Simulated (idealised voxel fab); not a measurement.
process module | voxel gate over fins
cross-section cut | 140 nm wide | cells 5 nm
A cross-section is a grid of square cells, given in bands from the top down. A band is one or more rows of cells.
Each band's line starts with the height of the band's top and of its bottom, in nm. Then come its materials from left to right, each with its width in nm. One material with "throughout" fills the band from edge to edge. "air" is empty space.
Height 0 is the level under which the wafer as received is all one material. The lowest band goes on downwards, as in "0 down".
A width such as "30 to 40" changes by the same amount from each row of cells to the next, from the band's top row to its bottom row.
"no change" after a step means that no cell of the cross-section changed.
closed voids: empty space of 8 cells or more with no open way to the top, each as width x height at its distance from the left edge, in nm
after a step's settings: what the simulator itself notes on the step
overlay nm, on a step with a mask: how far to the right of its planned place the mask lay; to the left if negative
plan
1 op RECEIVE | material Si
2 op CONFORMAL_DEP | material SiN | thk nm 5
3 op DIRECTIONAL_DEP | material aC | thk nm 15
4 op PATTERN | tone cover | mask id FINS | material resist | width nm 15 | pitch nm 45 | thk nm 30 | overlay nm 0
5 op DIRECTIONAL_ETCH | etch materials aC | depth nm 15
6 op STRIP | etch materials resist
7 op DIRECTIONAL_ETCH | etch materials SiN | depth nm 5
8 op DIRECTIONAL_ETCH | etch materials Si | depth nm 40
9 op STRIP | etch materials aC
10 op FILL_DEP | material SiO2 | thk nm 15
11 op CMP | height nm 5
12 op SELECTIVE_ETCH | etch materials SiO2 | depth nm 20
13 op STRIP | etch materials SiN
14 op CONFORMAL_DEP | material HfO2 | thk nm 5
15 op CONFORMAL_DEP | material TiN | thk nm 5
16 op FILL_DEP | material W | thk nm 10
17 op CMP | height nm 15
18 op CONFORMAL_DEP | material SiCN | thk nm 5
first wafer, as planned
as received, after step 1
  0 down: Si throughout
  closed voids: none
after step 2
  5 to 0: SiN throughout
  below 0: unchanged
after step 3
  20 to 5: aC throughout
  below 5: unchanged
after step 4
  50 to 20: air 40 | resist 15 | air 30 | resist 15 | air 40
  below 20: unchanged
after step 5
  35 to 20: air 40 | resist 15 | air 30 | resist 15 | air 40
  20 to 5: air 40 | aC 15 | air 30 | aC 15 | air 40
  below 5: unchanged
after step 6
  20 to 5: air 40 | aC 15 | air 30 | aC 15 | air 40
  below 5: unchanged
after step 7
  20 to 5: air 40 | aC 15 | air 30 | aC 15 | air 40
  5 to 0: air 40 | SiN 15 | air 30 | SiN 15 | air 40
  below 0: unchanged
after step 8
  20 to 5: air 40 | aC 15 | air 30 | aC 15 | air 40
  5 to 0: air 40 | SiN 15 | air 30 | SiN 15 | air 40
  0 to -40: air 40 | Si 15 | air 30 | Si 15 | air 40
  below -40: unchanged
after step 9
  5 to 0: air 40 | SiN 15 | air 30 | SiN 15 | air 40
  below 0: unchanged
after step 10
  20 to 5: SiO2 throughout
  5 to 0: SiO2 40 | SiN 15 | SiO2 30 | SiN 15 | SiO2 40
  0 to -40: SiO2 40 | Si 15 | SiO2 30 | Si 15 | SiO2 40
  below -40: unchanged
after step 11
  5 to 0: SiO2 40 | SiN 15 | SiO2 30 | SiN 15 | SiO2 40
  below 0: unchanged
after step 12
  5 to 0: air 40 | SiN 15 | air 30 | SiN 15 | air 40
  0 to -15: air 40 | Si 15 | air 30 | Si 15 | air 40
  below -15: unchanged
after step 13
  0 to -15: air 40 | Si 15 | air 30 | Si 15 | air 40
  below -15: unchanged
after step 14
  5 to 0: air 35 | HfO2 25 | air 20 | HfO2 25 | air 35
  0 to -10: air 35 | HfO2 5 | Si 15 | HfO2 5 | air 20 | HfO2 5 | Si 15 | HfO2 5 | air 35
  -10 to -15: HfO2 40 | Si 15 | HfO2 30 | Si 15 | HfO2 40
  below -15: unchanged
after step 15
  10 to 5: air 30 | TiN 35 | air 10 | TiN 35 | air 30
  5 to 0: air 30 | TiN 5 | HfO2 25 | TiN 5 | air 10 | TiN 5 | HfO2 25 | TiN 5 | air 30
  0 to -5: air 30 | TiN 5 | HfO2 5 | Si 15 | HfO2 5 | TiN 5 | air 10 | TiN 5 | HfO2 5 | Si 15 | HfO2 5 | TiN 5 | air 30
  -5 to -10: TiN 35 | HfO2 5 | Si 15 | HfO2 5 | TiN 20 | HfO2 5 | Si 15 | HfO2 5 | TiN 35
  below -10: unchanged
after step 16
  20 to 10: W throughout
  10 to 5: W 30 | TiN 35 | W 10 | TiN 35 | W 30
  5 to 0: W 30 | TiN 5 | HfO2 25 | TiN 5 | W 10 | TiN 5 | HfO2 25 | TiN 5 | W 30
  0 to -5: W 30 | TiN 5 | HfO2 5 | Si 15 | HfO2 5 | TiN 5 | W 10 | TiN 5 | HfO2 5 | Si 15 | HfO2 5 | TiN 5 | W 30
  below -5: unchanged
after step 17
  15 to 10: W throughout
  below 10: unchanged
after step 18
  20 to 15: SiCN throughout
  below 15: unchanged
second wafer: like start, like plan, one mistake. Through step 3 it matches the first wafer
when step 4 should have ended
  50 to 20: air 40 | resist 20 | air 25 | resist 20 | air 35
  below 20: unchanged
when step 5 should have ended
  35 to 20: air 40 | resist 20 | air 25 | resist 20 | air 35
  20 to 5: air 40 | aC 20 | air 25 | aC 20 | air 35
  below 5: unchanged
when step 6 should have ended
  20 to 5: air 40 | aC 20 | air 25 | aC 20 | air 35
  below 5: unchanged
when step 7 should have ended
  20 to 5: air 40 | aC 20 | air 25 | aC 20 | air 35
  5 to 0: air 40 | SiN 20 | air 25 | SiN 20 | air 35
  below 0: unchanged
when step 8 should have ended
  20 to 5: air 40 | aC 20 | air 25 | aC 20 | air 35
  5 to 0: air 40 | SiN 20 | air 25 | SiN 20 | air 35
  0 to -40: air 40 | Si 20 | air 25 | Si 20 | air 35
  below -40: unchanged
when step 9 should have ended
  5 to 0: air 40 | SiN 20 | air 25 | SiN 20 | air 35
  below 0: unchanged
when step 10 should have ended
  20 to 5: SiO2 throughout
  5 to 0: SiO2 40 | SiN 20 | SiO2 25 | SiN 20 | SiO2 35
  0 to -40: SiO2 40 | Si 20 | SiO2 25 | Si 20 | SiO2 35
  below -40: unchanged
when step 11 should have ended
  5 to 0: SiO2 40 | SiN 20 | SiO2 25 | SiN 20 | SiO2 35
  below 0: unchanged
when step 12 should have ended
  5 to 0: air 40 | SiN 20 | air 25 | SiN 20 | air 35
  0 to -15: air 40 | Si 20 | air 25 | Si 20 | air 35
  below -15: unchanged
when step 13 should have ended
  0 to -15: air 40 | Si 20 | air 25 | Si 20 | air 35
  below -15: unchanged
when step 14 should have ended
  5 to 0: air 35 | HfO2 30 | air 15 | HfO2 30 | air 30
  0 to -10: air 35 | HfO2 5 | Si 20 | HfO2 5 | air 15 | HfO2 5 | Si 20 | HfO2 5 | air 30
  -10 to -15: HfO2 40 | Si 20 | HfO2 25 | Si 20 | HfO2 35
  below -15: unchanged
when step 15 should have ended
  10 to 5: air 30 | TiN 40 | air 5 | TiN 40 | air 25
  5 to 0: air 30 | TiN 5 | HfO2 30 | TiN 5 | air 5 | TiN 5 | HfO2 30 | TiN 5 | air 25
  0 to -5: air 30 | TiN 5 | HfO2 5 | Si 20 | HfO2 5 | TiN 5 | air 5 | TiN 5 | HfO2 5 | Si 20 | HfO2 5 | TiN 5 | air 25
  -5 to -10: TiN 35 | HfO2 5 | Si 20 | HfO2 5 | TiN 15 | HfO2 5 | Si 20 | HfO2 5 | TiN 30
  below -10: unchanged
when step 16 should have ended
  20 to 10: W throughout
  10 to 5: W 30 | TiN 40 | W 5 | TiN 40 | W 25
  5 to 0: W 30 | TiN 5 | HfO2 30 | TiN 5 | W 5 | TiN 5 | HfO2 30 | TiN 5 | W 25
  0 to -5: W 30 | TiN 5 | HfO2 5 | Si 20 | HfO2 5 | TiN 5 | W 5 | TiN 5 | HfO2 5 | Si 20 | HfO2 5 | TiN 5 | W 25
  below -5: unchanged
when step 17 should have ended
  15 to 10: W throughout
  below 10: unchanged
when step 18 should have ended
  20 to 15: SiCN throughout
  below 15: unchanged
what went wrong: step 4 ran as: op PATTERN | tone cover | mask id FINS | material resist | width nm 20 | pitch nm 45 | thk nm 30 | overlay nm 0
at the end the second wafer has, in cells: 16 more of Si | 10 fewer of SiO2 | 6 fewer of W
